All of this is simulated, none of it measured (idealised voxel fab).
This is a process module. Its name is voxel gate over fins.
The width of the displayed cross-section, cut, is 205 nm; its cells are square, with a size of 5 nm.
Notation: cross-section as square-cell grid; stated in bands, top first, going down; one or more cell rows per band.
Band entry format. Leading values: height of top, height of bottom, nm. Remainder: materials in left-to-right order, each with its width in nm. Special words: "all across" on a single material, which then fills the band edge to edge; "blank", empty space.
Beneath 0, the wafer as received is one material, and that level is where height counting begins. The lowest band goes on downward without a bottom; it is written like "0 -> down".
Top row gets the first number, bottom row gets the second, and each row in between changes by the same step: that is how a band width like "30 to 40" works.
Step note "no alterations made" = no cross-section cell changed.
Basically, "Unvented voids" tells you about the enclosed voids: empty spaces with no open way to the top, 8 cells or bigger, each written width x height at distance, where distance is from the left edge, all in nm.
Text after the settings on a step's line: the simulator's own remark on that step.
overlay nm: right-of-plan distance of the mask on a masked step; negative values mean left-of-plan.

### Listed below are the process steps as planned
1 RECEIVE | material Si
2 CONFORMAL_DEP | material SiN | thk nm 10
3 DIRECTIONAL_DEP | material aC | thk nm 10
4 PATTERN | tone cover | mask id FINS | material resist | width nm 15 | pitch nm 40 | thk nm 30 | overlay nm 0
5 DIRECTIONAL_ETCH | etch materials aC | depth nm 10
6 STRIP | etch materials resist
7 DIRECTIONAL_ETCH | etch materials SiN | depth nm 10
8 DIRECTIONAL_ETCH | etch materials Si | depth nm 35
9 STRIP | etch materials aC
10 OXIDIZE | depth nm 5
11 FILL_DEP | material SiO2 | thk nm 10
12 CMP | height nm 10
13 SELECTIVE_ETCH | etch materials SiO2 | depth nm 25
14 STRIP | etch materials SiN
15 CONFORMAL_DEP | material HfO2 | thk nm 5
16 CONFORMAL_DEP | material TiN | thk nm 5
17 CONFORMAL_DEP | material TiAl | thk nm 5
18 CONFORMAL_DEP | material TiN | thk nm 5
19 FILL_DEP | material W | thk nm 10
20 CMP | height nm 25
21 CONFORMAL_DEP | material SiCN | thk nm 10

### Here's what the wafer looked like in cross-section when it arrived - that's after step 1
> 0 -> down: Si all across
> Unvented voids: none

### Sectioned view, first of two wafers, at the close of the module, processed as intended in the plan
> 35 -> 25: SiCN all across
> 25 -> 20: W all across
> 20 -> 15: W: 40, TiN: 125, W: 40
> 15 -> 10: W: 40, TiN: 5, TiAl: 35, TiN: 5, TiAl: 35, TiN: 5, TiAl: 35, TiN: 5, W: 40
> 10 -> 5: W: 40, TiN: 5, TiAl: 5, TiN: 25, TiAl: 5, TiN: 5, TiAl: 5, TiN: 25, TiAl: 5, TiN: 5, TiAl: 5, TiN: 25, TiAl: 5, TiN: 5, W: 40
> 5 -> 0: TiN: 45, TiAl: 5, TiN: 5, HfO2: 15, TiN: 5, TiAl: 5, TiN: 5, TiAl: 5, TiN: 5, HfO2: 15, TiN: 5, TiAl: 5, TiN: 5, TiAl: 5, TiN: 5, HfO2: 15, TiN: 5, TiAl: 5, TiN: 45
> 0 -> -5: TiAl: 50, TiN: 5, HfO2: 5, Si: 5, HfO2: 5, TiN: 5, TiAl: 15, TiN: 5, HfO2: 5, Si: 5, HfO2: 5, TiN: 5, TiAl: 15, TiN: 5, HfO2: 5, Si: 5, HfO2: 5, TiN: 5, TiAl: 50
> -5 -> -10: TiN: 55, HfO2: 5, Si: 5, HfO2: 5, TiN: 25, HfO2: 5, Si: 5, HfO2: 5, TiN: 25, HfO2: 5, Si: 5, HfO2: 5, TiN: 55
> -10 -> -15: HfO2: 60, Si: 5, HfO2: 35, Si: 5, HfO2: 35, Si: 5, HfO2: 60
> -15 -> -40: SiO2: 60, Si: 5, SiO2: 35, Si: 5, SiO2: 35, Si: 5, SiO2: 60
> -40 -> down: Si all across
> Unvented voids: none

### Cross-section at end of module for the second wafer of two, which matched the first in starting point and plan and differed by one mistake in its processing
> 35 -> 25: SiCN all across
> 25 -> 20: W all across
> 20 -> 10: W: 40, TiN: 125, W: 40
> 10 -> 5: W: 40, TiN: 10, TiAl: 25, TiN: 15, TiAl: 25, TiN: 15, TiAl: 25, TiN: 10, W: 40
> 5 -> 0: TiN: 50, TiAl: 5, HfO2: 15, TiAl: 5, TiN: 15, TiAl: 5, HfO2: 15, TiAl: 5, TiN: 15, TiAl: 5, HfO2: 15, TiAl: 5, TiN: 50
> 0 -> -5: TiN: 50, TiAl: 5, HfO2: 5, Si: 5, HfO2: 5, TiAl: 5, TiN: 15, TiAl: 5, HfO2: 5, Si: 5, HfO2: 5, TiAl: 5, TiN: 15, TiAl: 5, HfO2: 5, Si: 5, HfO2: 5, TiAl: 5, TiN: 50
> -5 -> -10: TiAl: 55, HfO2: 5, Si: 5, HfO2: 5, TiAl: 25, HfO2: 5, Si: 5, HfO2: 5, TiAl: 25, HfO2: 5, Si: 5, HfO2: 5, TiAl: 55
> -10 -> -15: HfO2: 60, Si: 5, HfO2: 35, Si: 5, HfO2: 35, Si: 5, HfO2: 60
> -15 -> -40: SiO2: 60, Si: 5, SiO2: 35, Si: 5, SiO2: 35, Si: 5, SiO2: 60
> -40 -> down: Si all across
> Unvented voids: none
Plan not followed: transposition of steps 16 and 17 relative to the planned sequence
So at the finish, the second wafer's got exactly as many cells of each material as the first, just not in the same spots.
